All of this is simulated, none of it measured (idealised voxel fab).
Process module heading - voxel double patterning
Square cell edge 5 nm, section width 255 nm, ID cut.
For the purposes of this document, a cross-section shall be understood as a grid of square cells, specified as bands listed in top-to-bottom order, each band consisting of one or more rows of cells.
Per band: top height and bottom height in nm, followed by the left-to-right materials and their widths in nm; "edge to edge" marks a single material spanning edge to edge, "empty" marks empty space.
Ref level 0: as-received wafer is one material below here. Bottom band extends down with no lower bound ("top 0, no bottom").
Read "30..40" as a graded width: first number on top, second number at the bottom, same change between each pair of neighbouring rows.
Where a step carries "left unchanged", the cross-section came out of it unchanged, cell for cell.
In "Closed internal cavities" the enclosed voids are listed, meaning empty spaces of 8 cells or larger without any opening to the top. The form is width x height at distance, distance from the left edge, units nm.
Text after the settings on a step's line: the simulator's own remark on that step.
overlay nm: mask offset rightward from planned place, masked step; negative means leftward offset.
**So here's the lineup of process steps we planned**
1: RECEIVE, material Si
2: CONFORMAL_DEP, material SiO2, thk nm 10
3: DIRECTIONAL_DEP, material polySi, thk nm 15
4: DIRECTIONAL_DEP, material SiCN, thk nm 5
5: DIRECTIONAL_DEP, material aC, thk nm 15
6: PATTERN, tone open, mask id FIRST, material resist, width nm 15, pitch nm 50, thk nm 30, overlay nm 0
7: DIRECTIONAL_ETCH, etch materials aC, depth nm 15
8: STRIP, etch materials resist
9: DIRECTIONAL_ETCH, etch materials SiCN, depth nm 5
10: STRIP, etch materials aC
11: MASKED_ETCH, tone open, mask id SECOND, width nm 15, pitch nm 50, etch materials SiCN, depth nm 5, overlay nm -15
12: DIRECTIONAL_ETCH, etch materials polySi, depth nm 15
13: STRIP, etch materials SiCN
Every wafer here starts from the same state; it is the step 11 overlay nm that distinguishes them, and the value the plan gives belongs to the first wafer.
**The as-received cross-section of the first of several wafers corresponds to the state after step 1**
	top 0, no bottom | Si edge to edge
	Closed internal cavities: none
**Module finished, last step 13 done: cross-section of the first of several wafers**
	top 25, bottom 10 | polySi (70), empty (25), polySi (25), empty (25), polySi (25), empty (15), polySi (70)
	top 10, bottom 0 | SiO2 edge to edge
	top 0, no bottom | Si edge to edge
	Closed internal cavities: none
**End of module: cross-section, last of several wafers**
	top 25, bottom 10 | polySi (70), empty (15), polySi (25), empty (25), polySi (25), empty (25), polySi (70)
	top 10, bottom 0 | SiO2 edge to edge
	top 0, no bottom | Si edge to edge
	Closed internal cavities: none
**For your reference, the table is organized with a row per wafer; each row reflects the wafer at the end of the module, indicating for each material the cells gained (+) or lost (-) since receipt, and thereafter its closed voids**
overlay nm -15, +102 SiO2, +114 polySi, Closed internal cavities: none
overlay nm -10, +102 SiO2, +108 polySi, Closed internal cavities: none
overlay nm -5, +102 SiO2, +108 polySi, Closed internal cavities: none
overlay nm 0, +102 SiO2, +108 polySi, Closed internal cavities: none
overlay nm 5, +102 SiO2, +108 polySi, Closed internal cavities: none
overlay nm 10, +102 SiO2, +108 polySi, Closed internal cavities: none
overlay nm 15, +102 SiO2, +114 polySi, Closed internal cavities: none
